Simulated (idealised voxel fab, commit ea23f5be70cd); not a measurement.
The following process module bears the name voxel wiring stack.
Cross-sectional view cut (width: 250 nm; square cell size: 5 nm).
The cross-sections in this document take the form of a grid made of square cells. They are written out as bands, in order from top to bottom. Each band consists of one or more rows of cells.
Read a band's entry like this: the first values are the height of its top and the height of its bottom in nm, and what follows is the sequence of materials from left to right, each with its width in nm. Note that "air" is empty space, and that a single material marked "everywhere" reaches across the band from edge to edge.
Measure heights from 0. That's the level where, below it, the as-received wafer is all one material. The lowest band is bottomless and extends downward; write it as in "0 and below".
Width: "30 to 40" (first number = top row, second number = bottom row, same change from row to row of cells).
"stayed the same", as given for a step, is the statement that not any cell of the cross-section underwent a change during that step.
Basically, "Sealed void list" tells you about the enclosed voids: empty spaces with no open way to the top, 8 cells or bigger, each written width x height at distance, where distance is from the left edge, all in nm.
Step line, after settings: the simulator's comment on this step.
overlay nm: step with mask; distance mask lay right of planned place; negative value = left of planned place.
Planned process steps
1 RECEIVE,material Si
2 CONFORMAL_DEP,material SiO2,thk nm 10
3 DIRECTIONAL_DEP,material TiN,thk nm 5
4 DIRECTIONAL_DEP,material W,thk nm 25
5 PATTERN,tone cover,mask id METAL_1,material resist,width nm 30,pitch nm 55,thk nm 20,overlay nm 0
6 DIRECTIONAL_ETCH,etch materials W,depth nm 25
7 DIRECTIONAL_ETCH,etch materials TiN,depth nm 5
8 STRIP,etch materials resist
9 CONFORMAL_DEP,material SiN,thk nm 5
10 FILL_DEP,material SiO2,thk nm 10
11 CMP,height nm 40
12 CONFORMAL_DEP,material SiCN,thk nm 5
13 DIRECTIONAL_DEP,material SiO2,thk nm 30
14 PATTERN,tone open,mask id METAL_2_HOLES,material resist,width nm 15,pitch nm 55,thk nm 20,overlay nm 0
15 DIRECTIONAL_ETCH,etch materials SiO2,depth nm 30
16 STRIP,etch materials resist
17 PATTERN,tone open,mask id METAL_2,material resist,width nm 30,pitch nm 55,thk nm 20,overlay nm 0
18 DIRECTIONAL_ETCH,etch materials SiO2,depth nm 20
19 DIRECTIONAL_ETCH,etch materials SiCN,depth nm 5
20 STRIP,etch materials resist
21 CONFORMAL_DEP,material TiN,thk nm 5
22 FILL_DEP,material Ru,thk nm 5
23 CMP,height nm 75
24 CONFORMAL_DEP,material SiCN,thk nm 5
25 DIRECTIONAL_DEP,material SiO2,thk nm 35
26 MASKED_ETCH,tone open,mask id METAL_3_HOLES,width nm 15,pitch nm 55,etch materials SiO2,depth nm 35,overlay nm 0
27 MASKED_ETCH,tone open,mask id METAL_3,width nm 30,pitch nm 55,etch materials SiO2,depth nm 20,overlay nm 0
28 MASKED_ETCH,tone open,mask id METAL_3,width nm 30,pitch nm 55,etch materials SiCN,depth nm 5,overlay nm 0
29 CONFORMAL_DEP,material TiN,thk nm 5
30 FILL_DEP,material Cu,thk nm 10
31 CMP,height nm 115
32 CONFORMAL_DEP,material SiCN,thk nm 5
Concerning the first of two wafers, which was run in accordance with the plan
As received, after step 1
    0 and below = Si everywhere
    Sealed void list: none
Cross-section of the wafer after step 2
    10 down to 0 = SiO2 everywhere
    Under the height 0 nothing was changed.
Cross-section of the wafer after step 3
    15 down to 10 = TiN everywhere
    Under the height 10 nothing was changed.
Cross-section of the wafer after step 4
    40 down to 15 = W everywhere
    Under the height 15 nothing was changed.
Cross-section of the wafer after step 5
    60 down to 40 = air 80 nm / resist 30 nm / air 25 nm / resist 30 nm / air 85 nm
    Under the height 40 nothing was changed.
Cross-section of the wafer after step 6
    60 down to 40 = air 80 nm / resist 30 nm / air 25 nm / resist 30 nm / air 85 nm
    40 down to 15 = air 80 nm / W 30 nm / air 25 nm / W 30 nm / air 85 nm
    Under the height 15 nothing was changed.
Cross-section of the wafer after step 7
    60 down to 40 = air 80 nm / resist 30 nm / air 25 nm / resist 30 nm / air 85 nm
    40 down to 15 = air 80 nm / W 30 nm / air 25 nm / W 30 nm / air 85 nm
    15 down to 10 = air 80 nm / TiN 30 nm / air 25 nm / TiN 30 nm / air 85 nm
    Under the height 10 nothing was changed.
Cross-section of the wafer after step 8
    40 down to 15 = air 80 nm / W 30 nm / air 25 nm / W 30 nm / air 85 nm
    Under the height 15 nothing was changed.
Cross-section of the wafer after step 9
    45 down to 40 = air 75 nm / SiN 40 nm / air 15 nm / SiN 40 nm / air 80 nm
    40 down to 15 = air 75 nm / SiN 5 nm / W 30 nm / SiN 5 nm / air 15 nm / SiN 5 nm / W 30 nm / SiN 5 nm / air 80 nm
    15 down to 10 = SiN 80 nm / TiN 30 nm / SiN 25 nm / TiN 30 nm / SiN 85 nm
    Under the height 10 nothing was changed.
Cross-section of the wafer after step 10
    55 down to 45 = SiO2 everywhere
    45 down to 40 = SiO2 75 nm / SiN 40 nm / SiO2 15 nm / SiN 40 nm / SiO2 80 nm
    40 down to 15 = SiO2 75 nm / SiN 5 nm / W 30 nm / SiN 5 nm / SiO2 15 nm / SiN 5 nm / W 30 nm / SiN 5 nm / SiO2 80 nm
    Under the height 15 nothing was changed.
Cross-section of the wafer after step 11
    40 down to 15 = SiO2 75 nm / SiN 5 nm / W 30 nm / SiN 5 nm / SiO2 15 nm / SiN 5 nm / W 30 nm / SiN 5 nm / SiO2 80 nm
    Under the height 15 nothing was changed.
Cross-section of the wafer after step 12
    45 down to 40 = SiCN everywhere
    Under the height 40 nothing was changed.
Cross-section of the wafer after step 13
    75 down to 45 = SiO2 everywhere
    Under the height 45 nothing was changed.
Cross-section of the wafer after step 14
    95 down to 75 = resist 80 nm / air 15 nm / resist 40 nm / air 15 nm / resist 100 nm
    Under the height 75 nothing was changed.
Cross-section of the wafer after step 15
    95 down to 75 = resist 80 nm / air 15 nm / resist 40 nm / air 15 nm / resist 100 nm
    75 down to 45 = SiO2 80 nm / air 15 nm / SiO2 40 nm / air 15 nm / SiO2 100 nm
    Under the height 45 nothing was changed.
Cross-section of the wafer after step 16
    75 down to 45 = SiO2 80 nm / air 15 nm / SiO2 40 nm / air 15 nm / SiO2 100 nm
    Under the height 45 nothing was changed.
Cross-section of the wafer after step 17
    95 down to 75 = resist 80 nm / air 30 nm / resist 25 nm / air 30 nm / resist 85 nm
    Under the height 75 nothing was changed.
Cross-section of the wafer after step 18
    95 down to 75 = resist 80 nm / air 30 nm / resist 25 nm / air 30 nm / resist 85 nm
    75 down to 55 = SiO2 80 nm / air 30 nm / SiO2 25 nm / air 30 nm / SiO2 85 nm
    Under the height 55 nothing was changed.
Cross-section of the wafer after step 19
    95 down to 75 = resist 80 nm / air 30 nm / resist 25 nm / air 30 nm / resist 85 nm
    75 down to 55 = SiO2 80 nm / air 30 nm / SiO2 25 nm / air 30 nm / SiO2 85 nm
    55 down to 45 = SiO2 80 nm / air 15 nm / SiO2 40 nm / air 15 nm / SiO2 100 nm
    45 down to 40 = SiCN 80 nm / air 15 nm / SiCN 40 nm / air 15 nm / SiCN 100 nm
    Under the height 40 nothing was changed.
Cross-section of the wafer after step 20
    75 down to 55 = SiO2 80 nm / air 30 nm / SiO2 25 nm / air 30 nm / SiO2 85 nm
    Under the height 55 nothing was changed.
Cross-section of the wafer after step 21
    80 down to 75 = TiN 85 nm / air 20 nm / TiN 35 nm / air 20 nm / TiN 90 nm
    75 down to 60 = SiO2 80 nm / TiN 5 nm / air 20 nm / TiN 5 nm / SiO2 25 nm / TiN 5 nm / air 20 nm / TiN 5 nm / SiO2 85 nm
    60 down to 55 = SiO2 80 nm / TiN 5 nm / air 5 nm / TiN 20 nm / SiO2 25 nm / TiN 5 nm / air 5 nm / TiN 20 nm / SiO2 85 nm
    55 down to 45 = SiO2 80 nm / TiN 5 nm / air 5 nm / TiN 5 nm / SiO2 40 nm / TiN 5 nm / air 5 nm / TiN 5 nm / SiO2 100 nm
    45 down to 40 = SiCN 80 nm / TiN 15 nm / SiCN 40 nm / TiN 15 nm / SiCN 100 nm
    Under the height 40 nothing was changed.
Cross-section of the wafer after step 22
    85 down to 80 = Ru everywhere
    80 down to 75 = TiN 85 nm / Ru 20 nm / TiN 35 nm / Ru 20 nm / TiN 90 nm
    75 down to 60 = SiO2 80 nm / TiN 5 nm / Ru 20 nm / TiN 5 nm / SiO2 25 nm / TiN 5 nm / Ru 20 nm / TiN 5 nm / SiO2 85 nm
    60 down to 55 = SiO2 80 nm / TiN 5 nm / Ru 5 nm / TiN 20 nm / SiO2 25 nm / TiN 5 nm / Ru 5 nm / TiN 20 nm / SiO2 85 nm
    55 down to 45 = SiO2 80 nm / TiN 5 nm / Ru 5 nm / TiN 5 nm / SiO2 40 nm / TiN 5 nm / Ru 5 nm / TiN 5 nm / SiO2 100 nm
    Under the height 45 nothing was changed.
Cross-section of the wafer after step 23
    75 down to 60 = SiO2 80 nm / TiN 5 nm / Ru 20 nm / TiN 5 nm / SiO2 25 nm / TiN 5 nm / Ru 20 nm / TiN 5 nm / SiO2 85 nm
    Under the height 60 nothing was changed.
Cross-section of the wafer after step 24
    80 down to 75 = SiCN everywhere
    Under the height 75 nothing was changed.
Cross-section of the wafer after step 25
    115 down to 80 = SiO2 everywhere
    Under the height 80 nothing was changed.
Cross-section of the wafer after step 26
    115 down to 80 = SiO2 80 nm / air 15 nm / SiO2 40 nm / air 15 nm / SiO2 100 nm
    Under the height 80 nothing was changed.
Cross-section of the wafer after step 27
    115 down to 95 = SiO2 80 nm / air 30 nm / SiO2 25 nm / air 30 nm / SiO2 85 nm
    Under the height 95 nothing was changed.
Cross-section of the wafer after step 28
    115 down to 95 = SiO2 80 nm / air 30 nm / SiO2 25 nm / air 30 nm / SiO2 85 nm
    95 down to 80 = SiO2 80 nm / air 15 nm / SiO2 40 nm / air 15 nm / SiO2 100 nm
    80 down to 75 = SiCN 80 nm / air 15 nm / SiCN 40 nm / air 15 nm / SiCN 100 nm
    Under the height 75 nothing was changed.
Cross-section of the wafer after step 29
    120 down to 115 = TiN 85 nm / air 20 nm / TiN 35 nm / air 20 nm / TiN 90 nm
    115 down to 100 = SiO2 80 nm / TiN 5 nm / air 20 nm / TiN 5 nm / SiO2 25 nm / TiN 5 nm / air 20 nm / TiN 5 nm / SiO2 85 nm
    100 down to 95 = SiO2 80 nm / TiN 5 nm / air 5 nm / TiN 20 nm / SiO2 25 nm / TiN 5 nm / air 5 nm / TiN 20 nm / SiO2 85 nm
    95 down to 80 = SiO2 80 nm / TiN 5 nm / air 5 nm / TiN 5 nm / SiO2 40 nm / TiN 5 nm / air 5 nm / TiN 5 nm / SiO2 100 nm
    80 down to 75 = SiCN 80 nm / TiN 15 nm / SiCN 40 nm / TiN 15 nm / SiCN 100 nm
    Under the height 75 nothing was changed.
Cross-section of the wafer after step 30
    130 down to 120 = Cu everywhere
    120 down to 115 = TiN 85 nm / Cu 20 nm / TiN 35 nm / Cu 20 nm / TiN 90 nm
    115 down to 100 = SiO2 80 nm / TiN 5 nm / Cu 20 nm / TiN 5 nm / SiO2 25 nm / TiN 5 nm / Cu 20 nm / TiN 5 nm / SiO2 85 nm
    100 down to 95 = SiO2 80 nm / TiN 5 nm / Cu 5 nm / TiN 20 nm / SiO2 25 nm / TiN 5 nm / Cu 5 nm / TiN 20 nm / SiO2 85 nm
    95 down to 80 = SiO2 80 nm / TiN 5 nm / Cu 5 nm / TiN 5 nm / SiO2 40 nm / TiN 5 nm / Cu 5 nm / TiN 5 nm / SiO2 100 nm
    Under the height 80 nothing was changed.
Cross-section of the wafer after step 31
    115 down to 100 = SiO2 80 nm / TiN 5 nm / Cu 20 nm / TiN 5 nm / SiO2 25 nm / TiN 5 nm / Cu 20 nm / TiN 5 nm / SiO2 85 nm
    Under the height 100 nothing was changed.
Cross-section of the wafer after step 32
    120 down to 115 = SiCN everywhere
    Under the height 115 nothing was changed.
Wafer two. Identical start, identical plan. One mistake in execution. Identical history through step 24
Second wafer profile in section, at the moment step 25 of the plan was meant to be complete
    150 down to 80 = SiO2 everywhere
    Under the height 80 nothing was changed.
Second wafer profile in section, at the moment step 26 of the plan was meant to be complete
    150 down to 115 = SiO2 80 nm / air 15 nm / SiO2 40 nm / air 15 nm / SiO2 100 nm
    Under the height 115 nothing was changed.
Second wafer profile in section, at the moment step 27 of the plan was meant to be complete
    150 down to 130 = SiO2 80 nm / air 30 nm / SiO2 25 nm / air 30 nm / SiO2 85 nm
    130 down to 95 = SiO2 80 nm / air 15 nm / SiO2 40 nm / air 15 nm / SiO2 100 nm
    Under the height 95 nothing was changed.
Second wafer profile in section, at the moment step 28 of the plan was meant to be complete: stayed the same
Second wafer profile in section, at the moment step 29 of the plan was meant to be complete
    155 down to 150 = TiN 85 nm / air 20 nm / TiN 35 nm / air 20 nm / TiN 90 nm
    150 down to 135 = SiO2 80 nm / TiN 5 nm / air 20 nm / TiN 5 nm / SiO2 25 nm / TiN 5 nm / air 20 nm / TiN 5 nm / SiO2 85 nm
    135 down to 130 = SiO2 80 nm / TiN 5 nm / air 5 nm / TiN 20 nm / SiO2 25 nm / TiN 5 nm / air 5 nm / TiN 20 nm / SiO2 85 nm
    130 down to 100 = SiO2 80 nm / TiN 5 nm / air 5 nm / TiN 5 nm / SiO2 40 nm / TiN 5 nm / air 5 nm / TiN 5 nm / SiO2 100 nm
    100 down to 95 = SiO2 80 nm / TiN 15 nm / SiO2 40 nm / TiN 15 nm / SiO2 100 nm
    Under the height 95 nothing was changed.
Second wafer profile in section, at the moment step 30 of the plan was meant to be complete
    165 down to 155 = Cu everywhere
    155 down to 150 = TiN 85 nm / Cu 20 nm / TiN 35 nm / Cu 20 nm / TiN 90 nm
    150 down to 135 = SiO2 80 nm / TiN 5 nm / Cu 20 nm / TiN 5 nm / SiO2 25 nm / TiN 5 nm / Cu 20 nm / TiN 5 nm / SiO2 85 nm
    135 down to 130 = SiO2 80 nm / TiN 5 nm / Cu 5 nm / TiN 20 nm / SiO2 25 nm / TiN 5 nm / Cu 5 nm / TiN 20 nm / SiO2 85 nm
    130 down to 100 = SiO2 80 nm / TiN 5 nm / Cu 5 nm / TiN 5 nm / SiO2 40 nm / TiN 5 nm / Cu 5 nm / TiN 5 nm / SiO2 100 nm
    Under the height 100 nothing was changed.
Second wafer profile in section, at the moment step 31 of the plan was meant to be complete
    115 down to 100 = SiO2 80 nm / TiN 5 nm / Cu 5 nm / TiN 5 nm / SiO2 40 nm / TiN 5 nm / Cu 5 nm / TiN 5 nm / SiO2 100 nm
    Under the height 100 nothing was changed.
Second wafer profile in section, at the moment step 32 of the plan was meant to be complete
    120 down to 115 = SiCN everywhere
    Under the height 115 nothing was changed.
Misprocessing identified: twice over, step 25 of the plan was run
Wrapping up, a cell-based count of both wafers puts the second over or under the first for these materials: Cu -26 | SiCN +6 | SiO2 +42 | TiN -22
